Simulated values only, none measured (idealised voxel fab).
process module | voxel transistor to metal
cross-section cut | 265 nm wide | cells 5 nm
A cross-section is a grid of square cells, given in bands from the top down. A band is one or more rows of cells.
Each band's line starts with the height of the band's top and of its bottom, in nm. Then come its materials from left to right, each with its width in nm. One material with "throughout" fills the band from edge to edge. "air" is empty space.
Height 0 is the level under which the wafer as received is all one material. The lowest band goes on downwards, as in "0 down".
A width such as "30 to 40" changes by the same amount from each row of cells to the next, from the band's top row to its bottom row.
"no change" after a step means that no cell of the cross-section changed.
closed voids: empty space of 8 cells or more with no open way to the top, each as width x height at its distance from the left edge, in nm
after a step's settings: what the simulator itself notes on the step
overlay nm, on a step with a mask: how far to the right of its planned place the mask lay; to the left if negative
plan
1 op RECEIVE | material Si
2 op CONFORMAL_DEP | material SiO2 | thk nm 5
3 op CONFORMAL_DEP | material SiN | thk nm 10
4 op PATTERN | tone cover | mask id ACTIVE | material resist | width nm 100 | pitch nm 125 | thk nm 20 | overlay nm 0
5 op DIRECTIONAL_ETCH | etch materials SiN | depth nm 10
6 op DIRECTIONAL_ETCH | etch materials SiO2 | depth nm 5
7 op DIRECTIONAL_ETCH | etch materials Si | depth nm 25
8 op STRIP | etch materials resist
9 op OXIDIZE | depth nm 5
10 op FILL_DEP | material SiO2 | thk nm 5
11 op CMP | height nm 15
12 op SELECTIVE_ETCH | etch materials SiO2 | depth nm 10
13 op STRIP | etch materials SiN
14 op SELECTIVE_ETCH | etch materials SiO2 | depth nm 5
15 op OXIDIZE | depth nm 5
16 op DIRECTIONAL_DEP | material polySi | thk nm 30
17 op DIRECTIONAL_DEP | material SiCN | thk nm 15
18 op DIRECTIONAL_DEP | material aC | thk nm 15
19 op PATTERN | tone cover | mask id GATE | material resist | width nm 20 | pitch nm 125 | thk nm 30 | overlay nm 0
20 op DIRECTIONAL_ETCH | etch materials aC | depth nm 15
21 op STRIP | etch materials resist
22 op DIRECTIONAL_ETCH | etch materials SiCN | depth nm 25
23 op DIRECTIONAL_ETCH | etch materials polySi | depth nm 40
24 op STRIP | etch materials aC
25 op CONFORMAL_DEP | material SiN | thk nm 10
26 op DIRECTIONAL_ETCH | etch materials SiN | depth nm 10
27 op DIRECTIONAL_ETCH | etch materials SiO2 | depth nm 5
28 op DIRECTIONAL_ETCH | etch materials Si | depth nm 10
29 op EPI | material SiGe | thk nm 15
30 op FILL_DEP | material SiO2 | thk nm 5
31 op CMP | height nm 45
32 op DIRECTIONAL_DEP | material SiO2 | thk nm 15
33 op DIRECTIONAL_DEP | material aC | thk nm 15
34 op PATTERN | tone open | mask id CONTACT | material resist | width nm 20 | thk nm 35 | overlay nm 0
35 op DIRECTIONAL_ETCH | etch materials aC | depth nm 15
36 op STRIP | etch materials resist
37 op DIRECTIONAL_ETCH | etch materials SiO2 | depth nm 60
38 op STRIP | etch materials aC
39 op CONFORMAL_DEP | material TiN | thk nm 5
40 op FILL_DEP | material Ru | thk nm 10
41 op CMP | height nm 60
42 op CONFORMAL_DEP | material SiN | thk nm 5
43 op DIRECTIONAL_DEP | material lowk | thk nm 20
44 op PATTERN | tone open | mask id METAL_1 | material resist | width nm 20 | thk nm 20 | overlay nm 0
45 op DIRECTIONAL_ETCH | etch materials lowk | depth nm 20
46 op DIRECTIONAL_ETCH | etch materials SiN | depth nm 5
47 op STRIP | etch materials resist
48 op CONFORMAL_DEP | material TiN | thk nm 5
49 op FILL_DEP | material Ru | thk nm 5
50 op CMP | height nm 85
51 op CONFORMAL_DEP | material SiCN | thk nm 5
52 op DIRECTIONAL_DEP | material lowk | thk nm 25
53 op DIRECTIONAL_DEP | material aC | thk nm 15
54 op PATTERN | tone open | mask id METAL_2_HOLES | material resist | width nm 15 | pitch nm 125 | thk nm 35 | overlay nm 0
55 op DIRECTIONAL_ETCH | etch materials aC | depth nm 15
56 op STRIP | etch materials resist
57 op DIRECTIONAL_ETCH | etch materials lowk | depth nm 25
58 op STRIP | etch materials aC
59 op PATTERN | tone open | mask id METAL_2 | material resist | width nm 20 | pitch nm 125 | thk nm 20 | overlay nm 0
60 op DIRECTIONAL_ETCH | etch materials lowk | depth nm 15
61 op DIRECTIONAL_ETCH | etch materials SiCN | depth nm 5
62 op STRIP | etch materials resist
63 op CONFORMAL_DEP | material TiN | thk nm 5
64 op FILL_DEP | material Ru | thk nm 10
65 op CMP | height nm 115
66 op CONFORMAL_DEP | material SiN | thk nm 5
as received, after step 1
  0 down: Si throughout
  closed voids: none
first wafer at the end, as planned
  120 to 115: SiN throughout
  115 to 105: lowk 25 | TiN 5 | Ru 10 | TiN 5 | lowk 105 | TiN 5 | Ru 10 | TiN 5 | lowk 95
  105 to 100: lowk 25 | TiN 5 | Ru 5 | TiN 10 | lowk 105 | TiN 5 | Ru 5 | TiN 10 | lowk 95
  100 to 90: lowk 25 | TiN 5 | Ru 5 | TiN 5 | lowk 110 | TiN 5 | Ru 5 | TiN 5 | lowk 100
  90 to 85: SiCN 25 | TiN 15 | SiCN 110 | TiN 15 | SiCN 100
  85 to 65: lowk 25 | TiN 5 | Ru 10 | TiN 5 | lowk 50 | TiN 5 | Ru 10 | TiN 5 | lowk 35 | TiN 5 | Ru 10 | TiN 5 | lowk 50 | TiN 5 | Ru 10 | TiN 5 | lowk 25
  65 to 60: SiN 25 | TiN 20 | SiN 50 | TiN 20 | SiN 35 | TiN 20 | SiN 50 | TiN 20 | SiN 25
  60 to 45: SiO2 25 | TiN 5 | Ru 10 | TiN 5 | SiO2 50 | TiN 5 | Ru 10 | TiN 5 | SiO2 35 | TiN 5 | Ru 10 | TiN 5 | SiO2 50 | TiN 5 | Ru 10 | TiN 5 | SiO2 25
  45 to 30: SiO2 25 | TiN 5 | Ru 10 | TiN 5 | SiO2 5 | SiN 10 | SiCN 20 | SiN 10 | SiO2 5 | TiN 5 | Ru 10 | TiN 5 | SiO2 35 | TiN 5 | Ru 10 | TiN 5 | SiO2 5 | SiN 10 | SiCN 20 | SiN 10 | SiO2 5 | TiN 5 | Ru 10 | TiN 5 | SiO2 25
  30 to 15: SiO2 25 | TiN 5 | Ru 10 | TiN 5 | SiO2 5 | SiN 10 | polySi 20 | SiN 10 | SiO2 5 | TiN 5 | Ru 10 | TiN 5 | SiO2 35 | TiN 5 | Ru 10 | TiN 5 | SiO2 5 | SiN 10 | polySi 20 | SiN 10 | SiO2 5 | TiN 5 | Ru 10 | TiN 5 | SiO2 25
  15 to 10: SiO2 25 | TiN 20 | SiO2 5 | SiN 10 | polySi 20 | SiN 10 | SiO2 5 | TiN 20 | SiO2 35 | TiN 20 | SiO2 5 | SiN 10 | polySi 20 | SiN 10 | SiO2 5 | TiN 20 | SiO2 25
  10 to 0: SiO2 25 | TiN 10 | SiGe 15 | SiN 10 | polySi 20 | SiN 10 | SiGe 15 | TiN 10 | SiO2 35 | TiN 10 | SiGe 15 | SiN 10 | polySi 20 | SiN 10 | SiGe 15 | TiN 10 | SiO2 25
  0 to -5: SiO2 20 | SiGe 30 | SiO2 40 | SiGe 30 | SiO2 25 | SiGe 30 | SiO2 40 | SiGe 30 | SiO2 20
  -5 to -15: SiO2 25 | SiGe 25 | Si 40 | SiGe 25 | SiO2 35 | SiGe 25 | Si 40 | SiGe 25 | SiO2 25
  -15 to -30: SiO2 25 | Si 90 | SiO2 35 | Si 90 | SiO2 25
  -30 down: Si throughout
  closed voids: none
second wafer at the end: like start, like plan, one mistake
  120 to 115: SiN throughout
  115 to 105: lowk 25 | TiN 5 | Ru 10 | TiN 5 | lowk 105 | TiN 5 | Ru 10 | TiN 5 | lowk 95
  105 to 100: lowk 25 | TiN 5 | Ru 5 | TiN 10 | lowk 105 | TiN 5 | Ru 5 | TiN 10 | lowk 95
  100 to 90: lowk 25 | TiN 5 | Ru 5 | TiN 5 | lowk 110 | TiN 5 | Ru 5 | TiN 5 | lowk 100
  90 to 85: SiCN 25 | TiN 15 | SiCN 110 | TiN 15 | SiCN 100
  85 to 65: lowk 25 | TiN 5 | Ru 10 | TiN 5 | lowk 50 | TiN 5 | Ru 10 | TiN 5 | lowk 35 | TiN 5 | Ru 10 | TiN 5 | lowk 50 | TiN 5 | Ru 10 | TiN 5 | lowk 25
  65 to 60: SiN 25 | TiN 20 | SiN 50 | TiN 20 | SiN 35 | TiN 20 | SiN 50 | TiN 20 | SiN 25
  60 to 45: SiO2 25 | TiN 5 | Ru 10 | TiN 5 | SiO2 50 | TiN 5 | Ru 10 | TiN 5 | SiO2 35 | TiN 5 | Ru 10 | TiN 5 | SiO2 50 | TiN 5 | Ru 10 | TiN 5 | SiO2 25
  45 to 40: SiO2 25 | TiN 5 | Ru 10 | TiN 5 | SiO2 5 | SiN 10 | SiCN 20 | SiN 10 | SiO2 5 | TiN 5 | Ru 10 | TiN 5 | SiO2 35 | TiN 5 | Ru 10 | TiN 5 | SiO2 5 | SiN 10 | SiCN 20 | SiN 10 | SiO2 5 | TiN 5 | Ru 10 | TiN 5 | SiO2 25
  40 to 35: SiO2 25 | TiN 20 | SiO2 5 | SiN 10 | SiCN 20 | SiN 10 | SiO2 5 | TiN 20 | SiO2 35 | TiN 20 | SiO2 5 | SiN 10 | SiCN 20 | SiN 10 | SiO2 5 | TiN 20 | SiO2 25
  35 to 30: SiCN throughout
  30 to 0: polySi throughout
  0 to -5: SiO2 throughout
  -5 to -30: SiO2 25 | Si 90 | SiO2 35 | Si 90 | SiO2 25
  -30 down: Si throughout
  closed voids: none
what went wrong: step 17 was run twice
at the end the second wafer has, in cells: 40 fewer of Ru | 40 more of Si | 45 more of SiCN | 88 fewer of SiGe | 56 fewer of SiN | 115 fewer of SiO2 | 56 fewer of TiN | 270 more of polySi
